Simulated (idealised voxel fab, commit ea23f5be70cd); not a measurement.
process module | voxel plated lines
cross-section cut | 235 nm wide | cells 5 nm
A cross-section is a grid of square cells, given in bands from the top down. A band is one or more rows of cells.
Each band's line starts with the height of the band's top and of its bottom, in nm. Then come its materials from left to right, each with its width in nm. One material with "throughout" fills the band from edge to edge. "air" is empty space.
Height 0 is the level under which the wafer as received is all one material. The lowest band goes on downwards, as in "0 down".
A width such as "30 to 40" changes by the same amount from each row of cells to the next, from the band's top row to its bottom row.
"no change" after a step means that no cell of the cross-section changed.
closed voids: empty space of 8 cells or more with no open way to the top, each as width x height at its distance from the left edge, in nm
after a step's settings: what the simulator itself notes on the step
overlay nm, on a step with a mask: how far to the right of its planned place the mask lay; to the left if negative
plan
1 op RECEIVE | material Si
2 op CONFORMAL_DEP | material SiO2 | thk nm 15
3 op DIRECTIONAL_DEP | material TiN | thk nm 5
4 op PATTERN | tone open | mask id LINES | material resist | width nm 15 | pitch nm 35 | thk nm 35 | overlay nm 0
5 op EPI | material Ru | thk nm 5
6 op EPI | material Ru | thk nm 10
7 op EPI | material Ru | thk nm 5
8 op STRIP | etch materials resist
9 op DIRECTIONAL_ETCH | etch materials TiN | depth nm 5
10 op CONFORMAL_DEP | material SiN | thk nm 5
first wafer, as planned
as received, after step 1
  0 down: Si throughout
  closed voids: none
after step 2
  15 to 0: SiO2 throughout
  below 0: unchanged
after step 3
  20 to 15: TiN throughout
  below 15: unchanged
after step 4
  55 to 20: resist 90 | air 15 | resist 20 | air 15 | resist 95
  below 20: unchanged
after step 5
  55 to 25: resist 90 | air 15 | resist 20 | air 15 | resist 95
  25 to 20: resist 90 | Ru 15 | resist 20 | Ru 15 | resist 95
  below 20: unchanged
after step 6
  55 to 35: resist 90 | air 15 | resist 20 | air 15 | resist 95
  35 to 20: resist 90 | Ru 15 | resist 20 | Ru 15 | resist 95
  below 20: unchanged
after step 7
  55 to 40: resist 90 | air 15 | resist 20 | air 15 | resist 95
  40 to 20: resist 90 | Ru 15 | resist 20 | Ru 15 | resist 95
  below 20: unchanged
after step 8
  40 to 20: air 90 | Ru 15 | air 20 | Ru 15 | air 95
  below 20: unchanged
after step 9
  40 to 20: air 90 | Ru 15 | air 20 | Ru 15 | air 95
  20 to 15: air 90 | TiN 15 | air 20 | TiN 15 | air 95
  below 15: unchanged
after step 10
  45 to 40: air 85 | SiN 25 | air 10 | SiN 25 | air 90
  40 to 20: air 85 | SiN 5 | Ru 15 | SiN 5 | air 10 | SiN 5 | Ru 15 | SiN 5 | air 90
  20 to 15: SiN 90 | TiN 15 | SiN 20 | TiN 15 | SiN 95
  below 15: unchanged
second wafer: like start, like plan, one mistake. Through step 1 it matches the first wafer
when step 2 should have ended
  25 to 0: SiO2 throughout
  below 0: unchanged
when step 3 should have ended
  30 to 25: TiN throughout
  below 25: unchanged
when step 4 should have ended
  65 to 30: resist 90 | air 15 | resist 20 | air 15 | resist 95
  below 30: unchanged
when step 5 should have ended
  65 to 35: resist 90 | air 15 | resist 20 | air 15 | resist 95
  35 to 30: resist 90 | Ru 15 | resist 20 | Ru 15 | resist 95
  below 30: unchanged
when step 6 should have ended
  65 to 45: resist 90 | air 15 | resist 20 | air 15 | resist 95
  45 to 30: resist 90 | Ru 15 | resist 20 | Ru 15 | resist 95
  below 30: unchanged
when step 7 should have ended
  65 to 50: resist 90 | air 15 | resist 20 | air 15 | resist 95
  50 to 30: resist 90 | Ru 15 | resist 20 | Ru 15 | resist 95
  below 30: unchanged
when step 8 should have ended
  50 to 30: air 90 | Ru 15 | air 20 | Ru 15 | air 95
  below 30: unchanged
when step 9 should have ended
  50 to 30: air 90 | Ru 15 | air 20 | Ru 15 | air 95
  30 to 25: air 90 | TiN 15 | air 20 | TiN 15 | air 95
  below 25: unchanged
when step 10 should have ended
  55 to 50: air 85 | SiN 25 | air 10 | SiN 25 | air 90
  50 to 30: air 85 | SiN 5 | Ru 15 | SiN 5 | air 10 | SiN 5 | Ru 15 | SiN 5 | air 90
  30 to 25: SiN 90 | TiN 15 | SiN 20 | TiN 15 | SiN 95
  below 25: unchanged
what went wrong: step 2 ran as: op CONFORMAL_DEP | material SiO2 | thk nm 25
at the end the second wafer has, in cells: 94 more of SiO2
